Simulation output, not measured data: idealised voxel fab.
Proc. module: voxel trench capacitor
It is cross-section cut that appears here, measuring 175 nm in width, its square cells being 5 nm in size.
Cross-section spec: square-cell grid; bands listed top down; each band is one or more rows. Heads up on the band format: heights come first, top then bottom, in nm. After that it's the materials left to right, each with its width in nm. A single material flagged "all across" fills the whole band edge to edge, and "air" means there's empty space there. Height reference: 0 = level under which incoming wafer is all one material. Lowest band: no bottom, runs on downward, e.g. "0 and below". The two numbers in a width such as "30 to 40" mark its ends across the band: the first belongs to the top row of cells, the second to the bottom row, and from each row to the next the width moves by the same amount. You'll sometimes find "no change" written for a step, and that's the way of saying that nowhere in the cross-section did a cell change during that step. Voids not open to the top, 8 cells minimum: see "Enclosed internal cavities". Written width x height at distance; distance is from the left edge; nm. On a step's line, text after the settings is the simulator commenting on that step. A step's line can hold "overlay nm"; with a mask on that step, the setting says how far right of the planned place the mask lay, while a negative setting says it lay to the left.
-- The planned process steps are enumerated hereunder
1: RECEIVE,material Si
2: CONFORMAL_DEP,material SiN,thk nm 10
3: DIRECTIONAL_DEP,material aC,thk nm 15
4: PATTERN,tone open,mask id TRENCH,material resist,width nm 25,pitch nm 55,thk nm 35,overlay nm 0
5: DIRECTIONAL_ETCH,etch materials aC,depth nm 15
6: STRIP,etch materials resist
7: DIRECTIONAL_ETCH,etch materials SiN,depth nm 10
8: DIRECTIONAL_ETCH,etch materials Si,depth nm 25
9: STRIP,etch materials aC
10: CONFORMAL_DEP,material Al2O3,thk nm 5
11: CONFORMAL_DEP,material TiN,thk nm 5
12: FILL_DEP,material W,thk nm 10
13: CMP,height nm 10
-- Shown in cross-section is the wafer as received, that is, as it stands after step 1
> 0 and below = Si all across
> Enclosed internal cavities: none
-- Sectioned view, first of two wafers, at the close of the module, processed as intended in the plan
> 10 down to 0 = SiN 45 nm  Al2O3 5 nm  TiN 5 nm  W 5 nm  TiN 5 nm  Al2O3 5 nm  SiN 30 nm  Al2O3 5 nm  TiN 5 nm  W 5 nm  TiN 5 nm  Al2O3 5 nm  SiN 50 nm
> 0 down to -15 = Si 45 nm  Al2O3 5 nm  TiN 5 nm  W 5 nm  TiN 5 nm  Al2O3 5 nm  Si 30 nm  Al2O3 5 nm  TiN 5 nm  W 5 nm  TiN 5 nm  Al2O3 5 nm  Si 50 nm
> -15 down to -20 = Si 45 nm  Al2O3 5 nm  TiN 15 nm  Al2O3 5 nm  Si 30 nm  Al2O3 5 nm  TiN 15 nm  Al2O3 5 nm  Si 50 nm
> -20 down to -25 = Si 45 nm  Al2O3 25 nm  Si 30 nm  Al2O3 25 nm  Si 50 nm
> -25 and below = Si all across
> Enclosed internal cavities: none
-- Wafer two, sectioned after the module: the first wafer's start, the first wafer's plan, and one mistake in how it was run
> 10 down to 0 = SiN 45 nm  Al2O3 5 nm  TiN 5 nm  W 5 nm  TiN 5 nm  Al2O3 5 nm  SiN 30 nm  Al2O3 5 nm  TiN 5 nm  W 5 nm  TiN 5 nm  Al2O3 5 nm  SiN 50 nm
> 0 down to -20 = Si 45 nm  Al2O3 5 nm  TiN 5 nm  W 5 nm  TiN 5 nm  Al2O3 5 nm  Si 30 nm  Al2O3 5 nm  TiN 5 nm  W 5 nm  TiN 5 nm  Al2O3 5 nm  Si 50 nm
> -20 down to -25 = Si 45 nm  Al2O3 5 nm  TiN 15 nm  Al2O3 5 nm  Si 30 nm  Al2O3 5 nm  TiN 15 nm  Al2O3 5 nm  Si 50 nm
> -25 down to -30 = Si 45 nm  Al2O3 25 nm  Si 30 nm  Al2O3 25 nm  Si 50 nm
> -30 and below = Si all across
> Enclosed internal cavities: none
What was the processing mistake? off-plan run, step 8, actual operation and settings DIRECTIONAL_ETCH,etch materials Si,depth nm 30
The second wafer ends with more or fewer cells of some materials than the first, per final count: Al2O3 +4 | Si -10 | TiN +4 | W +2
